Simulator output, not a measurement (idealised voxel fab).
Documented hereafter: the process module known as voxel capacitor over wiring.
For reference, the cross-section in this document is cut, with width 185 nm and square cells of 5 nm.
In what follows, cross-sections appear as grids of square cells, described through bands that run from the top down, where every band is one or more rows of cells. Top, bottom (nm), then materials left to right with widths (nm); lone material tagged "everywhere" fills the whole band edge to edge; "air" = empty space. Heights are reckoned from 0. Under this level, the received wafer is all of one material. The bottommost band is open-ended downward, for example "0..down". You'd read "30->40" like this: the band's top row of cells is as wide as the first number, its bottom row is as wide as the second, and going down, every row changes width by the same amount as the row before did. "remains unaltered" for a step: no cell of the cross-section changed in that step. "Enclosed cavity list" - sealed voids, min. 8 cells, no opening to top; format: width x height at distance (distance from left edge; nm throughout). On each step's line, the part that comes after the settings is the simulator's own comment on the step. The line of a step may include "overlay nm". On a step with a mask, this value is how far to the right of its planned place the mask lay. A negative value means the mask lay to the left.

List of planned process steps
1,RECEIVE, material Si
2,CONFORMAL_DEP, material SiO2, thk nm 15
3,DIRECTIONAL_DEP, material TiN, thk nm 5
4,DIRECTIONAL_DEP, material Ru, thk nm 15
5,MASKED_ETCH, tone cover, mask id METAL_1, width nm 30, pitch nm 100, etch materials Ru, depth nm 15, overlay nm 0
6,MASKED_ETCH, tone cover, mask id METAL_1, width nm 30, pitch nm 100, etch materials TiN, depth nm 5, overlay nm 0
7,FILL_DEP, material SiO2, thk nm 5
8,CMP, height nm 35
9,CONFORMAL_DEP, material SiCN, thk nm 5
10,DIRECTIONAL_DEP, material lowk, thk nm 15
11,DIRECTIONAL_DEP, material aC, thk nm 15
12,PATTERN, tone open, mask id PLUG_1, material resist, width nm 15, thk nm 35, overlay nm 0
13,DIRECTIONAL_ETCH, etch materials aC, depth nm 15
14,STRIP, etch materials resist
15,DIRECTIONAL_ETCH, etch materials lowk, depth nm 15
16,DIRECTIONAL_ETCH, etch materials SiCN, depth nm 5
17,STRIP, etch materials aC
18,CONFORMAL_DEP, material TiN, thk nm 5
19,FILL_DEP, material Cu, thk nm 5
20,CMP, height nm 55
21,DIRECTIONAL_DEP, material TiN, thk nm 10
22,DIRECTIONAL_DEP, material HfO2, thk nm 5
23,DIRECTIONAL_DEP, material TiN, thk nm 5
24,DIRECTIONAL_DEP, material aC, thk nm 10
25,PATTERN, tone cover, mask id UPPER_PLATE, material resist, width nm 75, thk nm 30, overlay nm 0
26,DIRECTIONAL_ETCH, etch materials aC, depth nm 10
27,STRIP, etch materials resist
28,DIRECTIONAL_ETCH, etch materials TiN, depth nm 5
29,DIRECTIONAL_ETCH, etch materials HfO2, depth nm 5
30,STRIP, etch materials aC
31,DIRECTIONAL_DEP, material aC, thk nm 15
32,PATTERN, tone cover, mask id LOWER_PLATE, material resist, width nm 85, thk nm 30, overlay nm 0
33,DIRECTIONAL_ETCH, etch materials aC, depth nm 15
34,STRIP, etch materials resist
35,DIRECTIONAL_ETCH, etch materials TiN, depth nm 10
36,STRIP, etch materials aC
37,FILL_DEP, material SiO2, thk nm 20
38,CMP, height nm 90
39,MASKED_ETCH, tone open, mask id PLUG_2, width nm 15, etch materials SiO2, depth nm 15, overlay nm 0
40,CONFORMAL_DEP, material TiN, thk nm 5
41,FILL_DEP, material Ru, thk nm 5
42,CMP, height nm 90
43,CONFORMAL_DEP, material SiCN, thk nm 5

Cross-section, incoming material, after step 1
	0..down  Si everywhere
	Enclosed cavity list: none

Same starting wafer, same plan as above, one mistake in the execution; this is the cross-section at the end of the module
	95..90  SiCN everywhere
	90..80  SiO2: 45; TiN: 5; Ru: 15; TiN: 5; SiO2: 115
	80..70  SiO2: 45->40; TiN: 25->75; SiO2: 115->70
	70..65  SiO2: 40; HfO2: 75; SiO2: 70
	65..55  SiO2: 35; TiN: 85; SiO2: 65
	55..40  lowk: 40; TiN: 5; Cu: 5; TiN: 5; lowk: 130
	40..35  SiCN: 40; TiN: 15; SiCN: 130
	35..20  SiO2: 25; Ru: 30; SiO2: 70; Ru: 30; SiO2: 30
	20..15  SiO2: 25; TiN: 30; SiO2: 70; TiN: 30; SiO2: 30
	15..0  SiO2 everywhere
	0..down  Si everywhere
	Enclosed cavity list: none
What was done differently from what was planned? step 39, actual vs plan mismatch, actual run MASKED_ETCH, tone open, mask id PLUG_2, width nm 25, etch materials SiO2, depth nm 15, overlay nm 0
